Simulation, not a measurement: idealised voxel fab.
process module | voxel released beams
cross-section cut | 240 nm wide | cells 5 nm
A cross-section is a grid of square cells, given in bands from the top down. A band is one or more rows of cells.
Each band's line starts with the height of the band's top and of its bottom, in nm. Then come its materials from left to right, each with its width in nm. One material with "throughout" fills the band from edge to edge. "air" is empty space.
Height 0 is the level under which the wafer as received is all one material. The lowest band goes on downwards, as in "0 down".
A width such as "30 to 40" changes by the same amount from each row of cells to the next, from the band's top row to its bottom row.
"no change" after a step means that no cell of the cross-section changed.
closed voids: empty space of 8 cells or more with no open way to the top, each as width x height at its distance from the left edge, in nm
after a step's settings: what the simulator itself notes on the step
overlay nm, on a step with a mask: how far to the right of its planned place the mask lay; to the left if negative
plan
1 op RECEIVE | material Si
2 op CONFORMAL_DEP | material Al2O3 | thk nm 5
3 op DIRECTIONAL_DEP | material SiO2 | thk nm 20
4 op DIRECTIONAL_DEP | material aC | thk nm 15
5 op PATTERN | tone open | mask id ANCHOR | material resist | width nm 45 | thk nm 35 | overlay nm 0
6 op DIRECTIONAL_ETCH | etch materials aC | depth nm 15
7 op STRIP | etch materials resist
8 op DIRECTIONAL_ETCH | etch materials SiO2 | depth nm 20
9 op STRIP | etch materials aC
10 op CONFORMAL_DEP | material polySi | thk nm 15
11 op MASKED_ETCH | tone cover | mask id BEAM | width nm 100 | etch materials polySi | depth nm 15 | overlay nm 0
12 op STRIP | etch materials SiO2
first wafer, as planned
as received, after step 1
  0 down: Si throughout
  closed voids: none
after step 2
  5 to 0: Al2O3 throughout
  below 0: unchanged
after step 3
  25 to 5: SiO2 throughout
  below 5: unchanged
after step 4
  40 to 25: aC throughout
  below 25: unchanged
after step 5
  75 to 40: resist 70 | air 45 | resist 125
  below 40: unchanged
after step 6
  60 to 40: resist 70 | air 45 | resist 125
  40 to 25: aC 70 | air 45 | aC 125
  below 25: unchanged
after step 7
  40 to 25: aC 70 | air 45 | aC 125
  below 25: unchanged
after step 8
  40 to 25: aC 70 | air 45 | aC 125
  25 to 5: SiO2 70 | air 45 | SiO2 125
  below 5: unchanged
after step 9
  25 to 5: SiO2 70 | air 45 | SiO2 125
  below 5: unchanged
after step 10
  40 to 25: polySi 85 | air 15 | polySi 140
  25 to 20: SiO2 70 | polySi 15 | air 15 | polySi 15 | SiO2 125
  20 to 5: SiO2 70 | polySi 45 | SiO2 125
  below 5: unchanged
after step 11
  40 to 25: air 65 | polySi 20 | air 15 | polySi 65 | air 75
  below 25: unchanged
after step 12
  40 to 25: air 65 | polySi 20 | air 15 | polySi 65 | air 75
  25 to 20: air 70 | polySi 15 | air 15 | polySi 15 | air 125
  20 to 5: air 70 | polySi 45 | air 125
  below 5: unchanged
second wafer: like start, like plan, one mistake. Through step 1 it matches the first wafer
when step 2 should have ended
  5 to 0: polySi throughout
  below 0: unchanged
when step 3 should have ended
  25 to 5: SiO2 throughout
  below 5: unchanged
when step 4 should have ended
  40 to 25: aC throughout
  below 25: unchanged
when step 5 should have ended
  75 to 40: resist 70 | air 45 | resist 125
  below 40: unchanged
when step 6 should have ended
  60 to 40: resist 70 | air 45 | resist 125
  40 to 25: aC 70 | air 45 | aC 125
  below 25: unchanged
when step 7 should have ended
  40 to 25: aC 70 | air 45 | aC 125
  below 25: unchanged
when step 8 should have ended
  40 to 25: aC 70 | air 45 | aC 125
  25 to 5: SiO2 70 | air 45 | SiO2 125
  below 5: unchanged
when step 9 should have ended
  25 to 5: SiO2 70 | air 45 | SiO2 125
  below 5: unchanged
when step 10 should have ended
  40 to 25: polySi 85 | air 15 | polySi 140
  25 to 20: SiO2 70 | polySi 15 | air 15 | polySi 15 | SiO2 125
  20 to 5: SiO2 70 | polySi 45 | SiO2 125
  below 5: unchanged
when step 11 should have ended
  40 to 25: air 65 | polySi 20 | air 15 | polySi 65 | air 75
  below 25: unchanged
when step 12 should have ended
  40 to 25: air 65 | polySi 20 | air 15 | polySi 65 | air 75
  25 to 20: air 70 | polySi 15 | air 15 | polySi 15 | air 125
  20 to 5: air 70 | polySi 45 | air 125
  below 5: unchanged
what went wrong: step 2 ran as: op CONFORMAL_DEP | material polySi | thk nm 5
at the end the second wafer has, in cells: 48 fewer of Al2O3 | 48 more of polySi
